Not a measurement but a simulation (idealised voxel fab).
Title: Process Module voxel gate over fins
The width of the displayed cross-section, cut, is 255 nm; its cells are square, with a size of 5 nm.
This document writes a cross-section as a grid whose cells are square, and gives it as bands, listed from the top down; one or more rows of cells form a band.
For a band, the entry starts with two heights in nm, that of the top and then that of the bottom, and carries on with the band's materials in order from left to right, each alongside its width in nm; the word "all across" beside a single material means it fills the band edge to edge, and "blank" means empty space.
Height is counted from the level 0, under which the received wafer is composed throughout of one material. The lowest of the bands is not closed at the bottom but continues downward, in the notation "0 down".
The notation "30->40" denotes a width that varies across the rows of cells in the band, beginning at the first number in the top row, finishing at the second number in the bottom row, and changing by an identical amount from each row to the next.
What does "stayed the same" mean for a step? It means no cell of the cross-section changed in that step.
Any empty space of 8 cells or more lacking an open way to the top shows up in "Sealed voids" as width x height at distance, distance from the left edge, in nm.
Read whatever lies past the settings on a step's line as the simulator's own remark about the step.
You can add "overlay nm" to a step's line. For a step with a mask, it describes how far the mask lay to the right of its planned position, and a negative number describes a lay to the left.
### List of planned process steps
1: RECEIVE (material Si)
2: CONFORMAL_DEP (material SiN; thk nm 5)
3: DIRECTIONAL_DEP (material aC; thk nm 10)
4: PATTERN (tone cover; mask id FINS; material resist; width nm 15; pitch nm 50; thk nm 25; overlay nm 0)
5: DIRECTIONAL_ETCH (etch materials aC; depth nm 10)
6: STRIP (etch materials resist)
7: DIRECTIONAL_ETCH (etch materials SiN; depth nm 5)
8: DIRECTIONAL_ETCH (etch materials Si; depth nm 30)
9: STRIP (etch materials aC)
10: FILL_DEP (material SiO2; thk nm 15)
11: CMP (height nm 5)
12: MASKED_ETCH (tone open; mask id RAIL; width nm 15; etch materials SiO2; depth nm 30; overlay nm 0)
13: CONFORMAL_DEP (material TiN; thk nm 5)
14: FILL_DEP (material W; thk nm 10)
15: CMP (height nm 5)
16: SELECTIVE_ETCH (etch materials W Ru TiN; depth nm 25)
17: FILL_DEP (material SiO2; thk nm 5)
18: CMP (height nm 5)
19: SELECTIVE_ETCH (etch materials SiO2; depth nm 15)
20: STRIP (etch materials SiN)
21: CONFORMAL_DEP (material HfO2; thk nm 5)
22: CONFORMAL_DEP (material TiN; thk nm 5)
23: CONFORMAL_DEP (material TiAl; thk nm 5)
24: CONFORMAL_DEP (material TiN; thk nm 5)
25: FILL_DEP (material W; thk nm 15)
26: CMP (height nm 30)
27: CONFORMAL_DEP (material SiN; thk nm 5)
### Incoming wafer in cross-section (state: after step 1)
* 0 down | Si all across
* Sealed voids: none
### Post-module cross-section of the first of two wafers (run per plan)
* 35 to 30 | SiN all across
* 30 to 20 | W all across
* 20 to 15 | W 50 nm / TiN 155 nm / W 50 nm
* 15 to 10 | W 50 nm / TiN 5 nm / TiAl 45 nm / TiN 5 nm / TiAl 45 nm / TiN 5 nm / TiAl 45 nm / TiN 5 nm / W 50 nm
* 10 to 5 | TiN 55 nm / TiAl 5 nm / TiN 35 nm / TiAl 5 nm / TiN 5 nm / TiAl 5 nm / TiN 35 nm / TiAl 5 nm / TiN 5 nm / TiAl 5 nm / TiN 35 nm / TiAl 5 nm / TiN 55 nm
* 5 to 0 | TiAl 60 nm / TiN 5 nm / HfO2 25 nm / TiN 5 nm / TiAl 15 nm / TiN 5 nm / HfO2 25 nm / TiN 5 nm / TiAl 15 nm / TiN 5 nm / HfO2 25 nm / TiN 5 nm / TiAl 60 nm
* 0 to -5 | TiN 65 nm / HfO2 5 nm / Si 15 nm / HfO2 5 nm / TiN 25 nm / HfO2 5 nm / Si 15 nm / HfO2 5 nm / TiN 25 nm / HfO2 5 nm / Si 15 nm / HfO2 5 nm / TiN 65 nm
* -5 to -10 | HfO2 70 nm / Si 15 nm / HfO2 35 nm / Si 15 nm / HfO2 35 nm / Si 15 nm / HfO2 70 nm
* -10 to -20 | SiO2 70 nm / Si 15 nm / SiO2 35 nm / Si 15 nm / SiO2 35 nm / Si 15 nm / SiO2 70 nm
* -20 to -25 | SiO2 70 nm / Si 15 nm / SiO2 10 nm / TiN 15 nm / SiO2 10 nm / Si 15 nm / SiO2 35 nm / Si 15 nm / SiO2 70 nm
* -25 to -30 | SiO2 70 nm / Si 15 nm / SiO2 35 nm / Si 15 nm / SiO2 35 nm / Si 15 nm / SiO2 70 nm
* -30 down | Si all across
* Sealed voids: none
### End-of-module cross-section of the second wafer: identical starting point and process plan to the first, with one processing mistake
* 30 to 25 | SiN all across
* 25 to 20 | W all across
* 20 to 15 | W 50 nm / TiN 155 nm / W 50 nm
* 15 to 10 | W 50 nm / TiN 5 nm / TiAl 45 nm / TiN 5 nm / TiAl 45 nm / TiN 5 nm / TiAl 45 nm / TiN 5 nm / W 50 nm
* 10 to 5 | TiN 55 nm / TiAl 5 nm / TiN 35 nm / TiAl 5 nm / TiN 5 nm / TiAl 5 nm / TiN 35 nm / TiAl 5 nm / TiN 5 nm / TiAl 5 nm / TiN 35 nm / TiAl 5 nm / TiN 55 nm
* 5 to 0 | TiAl 60 nm / TiN 5 nm / HfO2 25 nm / TiN 5 nm / TiAl 15 nm / TiN 5 nm / HfO2 25 nm / TiN 5 nm / TiAl 15 nm / TiN 5 nm / HfO2 25 nm / TiN 5 nm / TiAl 60 nm
* 0 to -5 | TiN 65 nm / HfO2 5 nm / Si 15 nm / HfO2 5 nm / TiN 25 nm / HfO2 5 nm / Si 15 nm / HfO2 5 nm / TiN 25 nm / HfO2 5 nm / Si 15 nm / HfO2 5 nm / TiN 65 nm
* -5 to -10 | HfO2 70 nm / Si 15 nm / HfO2 35 nm / Si 15 nm / HfO2 35 nm / Si 15 nm / HfO2 70 nm
* -10 to -20 | SiO2 70 nm / Si 15 nm / SiO2 35 nm / Si 15 nm / SiO2 35 nm / Si 15 nm / SiO2 70 nm
* -20 to -25 | SiO2 70 nm / Si 15 nm / SiO2 10 nm / TiN 15 nm / SiO2 10 nm / Si 15 nm / SiO2 35 nm / Si 15 nm / SiO2 70 nm
* -25 to -30 | SiO2 70 nm / Si 15 nm / SiO2 35 nm / Si 15 nm / SiO2 35 nm / Si 15 nm / SiO2 70 nm
* -30 down | Si all across
* Sealed voids: none
The plan and the run diverged here: step 26 off recipe, ran as CMP (height nm 25)
The closing comparison, in cells, has the second wafer with more or fewer of some materials than the first: 51 fewer of W
